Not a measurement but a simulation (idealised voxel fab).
The document below concerns the process module designated voxel trench capacitor.
The cross-section shown here is cut; it is 290 nm wide and divided into square cells measuring 5 nm on a side.
In what follows, cross-sections appear as grids of square cells, described through bands that run from the top down, where every band is one or more rows of cells. Band entry format. Leading values: height of top, height of bottom, nm. Remainder: materials in left-to-right order, each with its width in nm. Special words: "full width" on a single material, which then fills the band edge to edge; "empty", empty space. We count height from 0. Below that, the starting wafer is all one material. The lowest band never ends at the bottom but goes on down; see "0 and below" for how that is written. A two-number width, for instance "30->40", indicates that the width is equal to the first number in the top row of the band and to the second number in the bottom row, and that it changes by a constant amount per row of cells. "same as before" for a step: no cell of the cross-section changed in that step. "Entrapped voids" - sealed voids, min. 8 cells, no opening to top; format: width x height at distance (distance from left edge; nm throughout). Read whatever lies past the settings on a step's line as the simulator's own remark about the step. Steps that use a mask can have "overlay nm" on their line. It says how far the mask sat to the right of where it was meant to be. Negative means to the left.

The planned process steps are enumerated hereunder:
step 1: RECEIVE, material Si
step 2: CONFORMAL_DEP, material SiN, thk nm 10
step 3: DIRECTIONAL_DEP, material aC, thk nm 15
step 4: PATTERN, tone open, mask id TRENCH, material resist, width nm 25, pitch nm 50, thk nm 30, overlay nm -15
step 5: DIRECTIONAL_ETCH, etch materials aC, depth nm 15
step 6: STRIP, etch materials resist
step 7: DIRECTIONAL_ETCH, etch materials SiN, depth nm 10
step 8: DIRECTIONAL_ETCH, etch materials Si, depth nm 40
step 9: STRIP, etch materials aC
step 10: CONFORMAL_DEP, material HfO2, thk nm 5
step 11: CONFORMAL_DEP, material TiN, thk nm 5
step 12: FILL_DEP, material W, thk nm 5
step 13: CMP, height nm 10
Among the wafers covered here, the point of difference is the overlay nm at step 4; their starting state is shared, and the plan presents the value of the first wafer.

Incoming state of the first of several wafers in cross-section: after step 1:
> 0 and below  Si full width
> Entrapped voids: none

First of several wafers in cross-section at module end, following the final step, step 13:
> 10 down to 0  SiN 40  HfO2 5  TiN 5  W 5  TiN 5  HfO2 5  SiN 25  HfO2 5  TiN 5  W 5  TiN 5  HfO2 5  SiN 25  HfO2 5  TiN 5  W 5  TiN 5  HfO2 5  SiN 25  HfO2 5  TiN 5  W 5  TiN 5  HfO2 5  SiN 75
> 0 down to -30  Si 40  HfO2 5  TiN 5  W 5  TiN 5  HfO2 5  Si 25  HfO2 5  TiN 5  W 5  TiN 5  HfO2 5  Si 25  HfO2 5  TiN 5  W 5  TiN 5  HfO2 5  Si 25  HfO2 5  TiN 5  W 5  TiN 5  HfO2 5  Si 75
> -30 down to -35  Si 40  HfO2 5  TiN 15  HfO2 5  Si 25  HfO2 5  TiN 15  HfO2 5  Si 25  HfO2 5  TiN 15  HfO2 5  Si 25  HfO2 5  TiN 15  HfO2 5  Si 75
> -35 down to -40  Si 40  HfO2 25  Si 25  HfO2 25  Si 25  HfO2 25  Si 25  HfO2 25  Si 75
> -40 and below  Si full width
> Entrapped voids: none

Last-wafer cross-section at the end of the module:
> 10 down to 0  SiN 70  HfO2 5  TiN 5  W 5  TiN 5  HfO2 5  SiN 25  HfO2 5  TiN 5  W 5  TiN 5  HfO2 5  SiN 25  HfO2 5  TiN 5  W 5  TiN 5  HfO2 5  SiN 25  HfO2 5  TiN 5  W 5  TiN 5  HfO2 5  SiN 45
> 0 down to -30  Si 70  HfO2 5  TiN 5  W 5  TiN 5  HfO2 5  Si 25  HfO2 5  TiN 5  W 5  TiN 5  HfO2 5  Si 25  HfO2 5  TiN 5  W 5  TiN 5  HfO2 5  Si 25  HfO2 5  TiN 5  W 5  TiN 5  HfO2 5  Si 45
> -30 down to -35  Si 70  HfO2 5  TiN 15  HfO2 5  Si 25  HfO2 5  TiN 15  HfO2 5  Si 25  HfO2 5  TiN 15  HfO2 5  Si 25  HfO2 5  TiN 15  HfO2 5  Si 45
> -35 down to -40  Si 70  HfO2 25  Si 25  HfO2 25  Si 25  HfO2 25  Si 25  HfO2 25  Si 45
> -40 and below  Si full width
> Entrapped voids: none

Per-wafer rows below. For each material: cells gained (+) or lost (-) since the wafer was received, as of end of module. Then: closed voids:
overlay nm -15 | +92 HfO2 | -160 Si | +76 SiN | +76 TiN | +32 W | Entrapped voids: none
overlay nm -10 | +92 HfO2 | -160 Si | +76 SiN | +76 TiN | +32 W | Entrapped voids: none
overlay nm -5 | +92 HfO2 | -160 Si | +76 SiN | +76 TiN | +32 W | Entrapped voids: none
overlay nm 0 | +92 HfO2 | -160 Si | +76 SiN | +76 TiN | +32 W | Entrapped voids: none
overlay nm 5 | +92 HfO2 | -160 Si | +76 SiN | +76 TiN | +32 W | Entrapped voids: none
overlay nm 10 | +92 HfO2 | -160 Si | +76 SiN | +76 TiN | +32 W | Entrapped voids: none
overlay nm 15 | +92 HfO2 | -160 Si | +76 SiN | +76 TiN | +32 W | Entrapped voids: none
